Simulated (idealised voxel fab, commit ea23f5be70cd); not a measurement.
Process module name: voxel local oxidation
The cross-section on display is named cut; it measures 275 nm wide, and its cells are 5 nm squares.
Cross-section, as written here: a square-cell grid given band by band from the top down, where a band holds one or more rows of cells. Look at the band entry: it leads with the top's height and the bottom's height in nm. Then it lists the materials left to right, with a width in nm for each. The word "all across" on a single material says that material fills the band edge to edge. The word "empty" is empty space. Heights from 0 (as-received wafer is one material below). Bottom band endless downward, as "0 down". A width given as "30 to 40" starts at the first number in the band's top row and ends at the second number in its bottom row, shifting by an equal amount at every step from row to row. "remained unchanged" (step): cross-section cells unchanged, all of them. Entry "Sealed internal voids". Content: empty spaces with no open connection to the top, size 8 cells or greater. Each: width x height at distance. Distance: from left edge. Unit: nm. Heads up: the bit after the settings on a step's line is the simulator's remark on that step. overlay nm: right-of-plan distance of the mask on a masked step; negative values mean left-of-plan.

The planned process steps are enumerated hereunder:
1,RECEIVE with material Si
2,CONFORMAL_DEP with material SiO2, thk nm 5
3,CONFORMAL_DEP with material SiN, thk nm 15
4,PATTERN with tone cover, mask id ACTIVE, material resist, width nm 95, pitch nm 130, thk nm 20, overlay nm 0
5,DIRECTIONAL_ETCH with etch materials SiN, depth nm 15
6,STRIP with etch materials resist
7,SELECTIVE_ETCH with etch materials SiO2, depth nm 5
8,OXIDIZE with depth nm 15
9,STRIP with etch materials SiN

The cross-section here shows the wafer as received, i.e. in its state after step 1:
0 down: Si all across
Sealed internal voids: none

Wafer cross-section at module end: first of two, run to plan:
5 to 0: 30 of empty, 85 of SiO2, 45 of empty, 85 of SiO2, 30 of empty
0 to -15: 45 of SiO2, 55 of Si, 75 of SiO2, 55 of Si, 45 of SiO2
-15 down: Si all across
Sealed internal voids: none

Same start, same plan as the first wafer - but one mistake in the run. Cross-section of the second of the two at the end of the module:
5 to 0: 20 of SiO2, 105 of empty, 25 of SiO2, 105 of empty, 20 of SiO2
0 to -15: 5 of Si, 265 of SiO2, 5 of Si
-15 down: Si all across
Sealed internal voids: none
What was the processing mistake? step 4 went in with a setting other than planned; the actual run was PATTERN with tone open, mask id ACTIVE, material resist, width nm 95, pitch nm 130, thk nm 20, overlay nm 0
It is noted that, at the conclusion of processing, the second wafer exhibits a higher or lower cell count for certain materials relative to the first: -60 Si, +39 SiO2
